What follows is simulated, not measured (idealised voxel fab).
Presented below is a process module, voxel lift off.
Cross-section cut: width 285 nm, square cells of 5 nm.
Bands, listed from the top down, are how a cross-section gets written in this document; the cross-section itself is a grid of square cells, and a band is one or more rows of them.
Per band: top height and bottom height in nm, followed by the left-to-right materials and their widths in nm; "full width" marks a single material spanning edge to edge, "blank" marks empty space.
For the purposes of this specification, 0 denotes the height below which the wafer in its as-received condition is composed wholly of one material, and the lowermost band, lacking a lower limit, extends downward without end, as expressed in "z 0 and below".
With a width like "30 to 40", each row of cells in the band differs from the next by the same amount, the top row carrying the first number and the bottom row the second.
"changes: none" means the step left every cell of the cross-section as it was.
Basically, "Enclosed internal voids" tells you about the enclosed voids: empty spaces with no open way to the top, 8 cells or bigger, each written width x height at distance, where distance is from the left edge, all in nm.
Text after the settings on a step's line: the simulator's own remark on that step.
On any step carrying a mask, the "overlay nm" setting, if present on the step's line, tells how far right of its planned place the mask lay; negative values point to the left.

So here's the lineup of process steps we planned:
1. RECEIVE, material Si
2. CONFORMAL_DEP, material SiO2, thk nm 15
3. PATTERN, tone open, mask id LINES, material resist, width nm 20, pitch nm 35, thk nm 30, overlay nm 0
4. DIRECTIONAL_DEP, material Ru, thk nm 15
5. STRIP, etch materials resist
6. CONFORMAL_DEP, material SiN, thk nm 10

Cross-sectional view of the wafer in its as-received condition, corresponding to the state after step 1:
- z 0 and below: Si full width
- Enclosed internal voids: none

Wafer cross-section at module end: first of two, run to plan:
- z 40 to 30: blank 85 nm | SiN 110 nm | blank 90 nm
- z 30 to 25: blank 85 nm | SiN 10 nm | Ru 20 nm | SiN 15 nm | Ru 20 nm | SiN 15 nm | Ru 20 nm | SiN 10 nm | blank 90 nm
- z 25 to 15: SiN 95 nm | Ru 20 nm | SiN 15 nm | Ru 20 nm | SiN 15 nm | Ru 20 nm | SiN 100 nm
- z 15 to 0: SiO2 full width
- z 0 and below: Si full width
- Enclosed internal voids: none

Cross-sectional image of the second wafer of the two following completion of the module. Starting state and process plan were the same as for the first wafer; one execution error occurred:
- z 25 to 15: SiN full width
- z 15 to 0: SiO2 full width
- z 0 and below: Si full width
- Enclosed internal voids: none
Error vs. plan: the plan's step 4 was left out and never carried out
Final cells, second wafer relative to first, materials higher or lower: -36 Ru; -30 SiN
